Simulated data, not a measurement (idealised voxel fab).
Name of the process module below: voxel self aligned vias
cross-section cut | 155 nm wide | cells 5 nm
Cross-section = grid of square cells, listed top down in bands; band = one or more rows. What a band's entry tells you: where the top is and where the bottom is, as heights in nm, and after that what lies inside, material by material from left to right, each with its width in nm. Empty space is written as the word "blank", and a single material marked with the word "throughout" occupies the band from edge to edge. Below 0: as-received wafer, all one material; heights counted from there. Lowest band: no bottom, goes on down, written "z 0 and below". A two-number width, for instance "30..40", indicates that the width is equal to the first number in the top row of the band and to the second number in the bottom row, and that it changes by a constant amount per row of cells. "identical to before" (step): cross-section cells unchanged, all of them. The label "Sealed void inventory" introduces a list of the empty spaces, 8 cells or larger, that have no open way up to the top; each entry in it reads width x height at distance, where the distance is taken from the left edge and all three are stated in nm. That trailing text on a step's line, after the settings, is the simulator's own remark on the step. overlay nm: on a step with a mask, how far right of its planned place the mask lay; negative means left. Read the rest as pairs. Take the cross-section before one process step, then the cross-section after it, which shows only down to the lowest band that changed. Under the pair, find the step between them and its settings. Bear in mind that pairs may come from different runs of this module on the same starting wafer: link a pair to the pair above it only where its entry headed "Pre-step" says to.

**Pre-step**
> z 70 to 60  blank (20)  aC (40)  blank (95)
> z 60 to 40  blank (20)  SiO2 (40)  blank (95)
> z 40 to 35  SiO2 (30)  SiN (20)  SiO2 (50)  SiN (20)  SiO2 (35)
> z 35 to 25  SiO2 (30)  TiN (5)  W (10)  TiN (5)  SiO2 (50)  TiN (5)  W (10)  TiN (5)  SiO2 (35)
> z 25 to 20  SiO2 (30)  TiN (20)  SiO2 (50)  TiN (20)  SiO2 (35)
> z 20 to 15  SiCN throughout
> z 15 to 0  SiO2 throughout
> z 0 and below  Si throughout
> Sealed void inventory: none

**Result of Step**
> z 70 to 60  blank (20)  aC (40)  blank (95)
> z 60 to 40  blank (20)  SiO2 (40)  blank (95)
> z 40 to 35  SiO2 (30)  SiN (20)  SiO2 (50)  blank (20)  SiO2 (35)
> Below 35 it's all the same as before, nothing changed down there.
> Sealed void inventory: none
The before and after cross-sections above differ by one step: DIRECTIONAL_ETCH with etch materials SiN, depth nm 5

Pre-step: The structure entering this step is exactly what the pair just above shows after its step.

**Result of Step**
> z 60 to 40  blank (20)  SiO2 (40)  blank (95)
> Below 40 it's all the same as before, nothing changed down there.
> Sealed void inventory: none
The before and after cross-sections above differ by one step: STRIP with etch materials aC

Pre-step: The structure entering this step is exactly what the pair just above shows after its step.

**Result of Step**
> z 65 to 60  blank (15)  TiN (50)  blank (90)
> z 60 to 45  blank (15)  TiN (5)  SiO2 (40)  TiN (5)  blank (90)
> z 45 to 40  TiN (20)  SiO2 (40)  TiN (45)  blank (10)  TiN (40)
> z 40 to 35  SiO2 (30)  SiN (20)  SiO2 (50)  TiN (20)  SiO2 (35)
> Below 35 it's all the same as before, nothing changed down there.
> Sealed void inventory: none
The before and after cross-sections above differ by one step: CONFORMAL_DEP with material TiN, thk nm 5

Pre-step: The structure entering this step is exactly what the pair just above shows after its step.

**Result of Step**
> z 70 to 65  Cu throughout
> z 65 to 60  Cu (15)  TiN (50)  Cu (90)
> z 60 to 45  Cu (15)  TiN (5)  SiO2 (40)  TiN (5)  Cu (90)
> z 45 to 40  TiN (20)  SiO2 (40)  TiN (45)  Cu (10)  TiN (40)
> Below 40 it's all the same as before, nothing changed down there.
> Sealed void inventory: none
The before and after cross-sections above differ by one step: FILL_DEP with material Cu, thk nm 5

Pre-step: The structure entering this step is exactly what the pair just above shows after its step.

**Result of Step**
> z 60 to 45  Cu (15)  TiN (5)  SiO2 (40)  TiN (5)  Cu (90)
> Below 45 it's all the same as before, nothing changed down there.
> Sealed void inventory: none
The before and after cross-sections above differ by one step: CMP with height nm 60

Pre-step: The structure entering this step is exactly what the pair just above shows after its step.

**Result of Step**
> z 65 to 60  SiN throughout
> Below 60 it's all the same as before, nothing changed down there.
> Sealed void inventory: none
The before and after cross-sections above differ by one step: CONFORMAL_DEP with material SiN, thk nm 5
